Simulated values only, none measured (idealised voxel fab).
process module | voxel released beams
cross-section cut | 290 nm wide | cells 5 nm
A cross-section is a grid of square cells, given in bands from the top down. A band is one or more rows of cells.
Each band's line starts with the height of the band's top and of its bottom, in nm. Then come its materials from left to right, each with its width in nm. One material with "throughout" fills the band from edge to edge. "air" is empty space.
Height 0 is the level under which the wafer as received is all one material. The lowest band goes on downwards, as in "0 down".
A width such as "30 to 40" changes by the same amount from each row of cells to the next, from the band's top row to its bottom row.
"no change" after a step means that no cell of the cross-section changed.
closed voids: empty space of 8 cells or more with no open way to the top, each as width x height at its distance from the left edge, in nm
after a step's settings: what the simulator itself notes on the step
overlay nm, on a step with a mask: how far to the right of its planned place the mask lay; to the left if negative
plan
1 op RECEIVE | material Si
2 op CONFORMAL_DEP | material SiN | thk nm 5
3 op DIRECTIONAL_DEP | material SiO2 | thk nm 15
4 op DIRECTIONAL_DEP | material aC | thk nm 10
5 op PATTERN | tone open | mask id ANCHOR | material resist | width nm 35 | thk nm 25 | overlay nm 0
6 op DIRECTIONAL_ETCH | etch materials aC | depth nm 10
7 op STRIP | etch materials resist
8 op DIRECTIONAL_ETCH | etch materials SiO2 | depth nm 15
9 op STRIP | etch materials aC
10 op CONFORMAL_DEP | material TiN | thk nm 15
11 op PATTERN | tone cover | mask id BEAM | material resist | width nm 95 | thk nm 20 | overlay nm 0
12 op DIRECTIONAL_ETCH | etch materials TiN | depth nm 15
13 op STRIP | etch materials resist
14 op STRIP | etch materials SiO2
first wafer, as planned
as received, after step 1
  0 down: Si throughout
  closed voids: none
after step 2
  5 to 0: SiN throughout
  below 0: unchanged
after step 3
  20 to 5: SiO2 throughout
  below 5: unchanged
after step 4
  30 to 20: aC throughout
  below 20: unchanged
after step 5
  55 to 30: resist 100 | air 35 | resist 155
  below 30: unchanged
after step 6
  45 to 30: resist 100 | air 35 | resist 155
  30 to 20: aC 100 | air 35 | aC 155
  below 20: unchanged
after step 7
  30 to 20: aC 100 | air 35 | aC 155
  below 20: unchanged
after step 8
  30 to 20: aC 100 | air 35 | aC 155
  20 to 5: SiO2 100 | air 35 | SiO2 155
  below 5: unchanged
after step 9
  20 to 5: SiO2 100 | air 35 | SiO2 155
  below 5: unchanged
after step 10
  35 to 20: TiN 115 | air 5 | TiN 170
  20 to 5: SiO2 100 | TiN 35 | SiO2 155
  below 5: unchanged
after step 11
  55 to 35: air 95 | resist 95 | air 100
  35 to 20: TiN 115 | resist 5 | TiN 170
  below 20: unchanged
after step 12
  55 to 35: air 95 | resist 95 | air 100
  35 to 20: air 95 | TiN 20 | resist 5 | TiN 70 | air 100
  below 20: unchanged
after step 13
  35 to 20: air 95 | TiN 20 | air 5 | TiN 70 | air 100
  below 20: unchanged
after step 14
  35 to 20: air 95 | TiN 20 | air 5 | TiN 70 | air 100
  20 to 5: air 100 | TiN 35 | air 155
  below 5: unchanged
second wafer: like start, like plan, one mistake. Through step 1 it matches the first wafer
when step 2 should have ended: no change
when step 3 should have ended
  15 to 0: SiO2 throughout
  below 0: unchanged
when step 4 should have ended
  25 to 15: aC throughout
  below 15: unchanged
when step 5 should have ended
  50 to 25: resist 100 | air 35 | resist 155
  below 25: unchanged
when step 6 should have ended
  40 to 25: resist 100 | air 35 | resist 155
  25 to 15: aC 100 | air 35 | aC 155
  below 15: unchanged
when step 7 should have ended
  25 to 15: aC 100 | air 35 | aC 155
  below 15: unchanged
when step 8 should have ended
  25 to 15: aC 100 | air 35 | aC 155
  15 to 0: SiO2 100 | air 35 | SiO2 155
  below 0: unchanged
when step 9 should have ended
  15 to 0: SiO2 100 | air 35 | SiO2 155
  below 0: unchanged
when step 10 should have ended
  30 to 15: TiN 115 | air 5 | TiN 170
  15 to 0: SiO2 100 | TiN 35 | SiO2 155
  below 0: unchanged
when step 11 should have ended
  50 to 30: air 95 | resist 95 | air 100
  30 to 15: TiN 115 | resist 5 | TiN 170
  below 15: unchanged
when step 12 should have ended
  50 to 30: air 95 | resist 95 | air 100
  30 to 15: air 95 | TiN 20 | resist 5 | TiN 70 | air 100
  below 15: unchanged
when step 13 should have ended
  30 to 15: air 95 | TiN 20 | air 5 | TiN 70 | air 100
  below 15: unchanged
when step 14 should have ended
  30 to 15: air 95 | TiN 20 | air 5 | TiN 70 | air 100
  15 to 0: air 100 | TiN 35 | air 155
  below 0: unchanged
what went wrong: step 2 was left out
at the end the second wafer has, in cells: 58 fewer of SiN
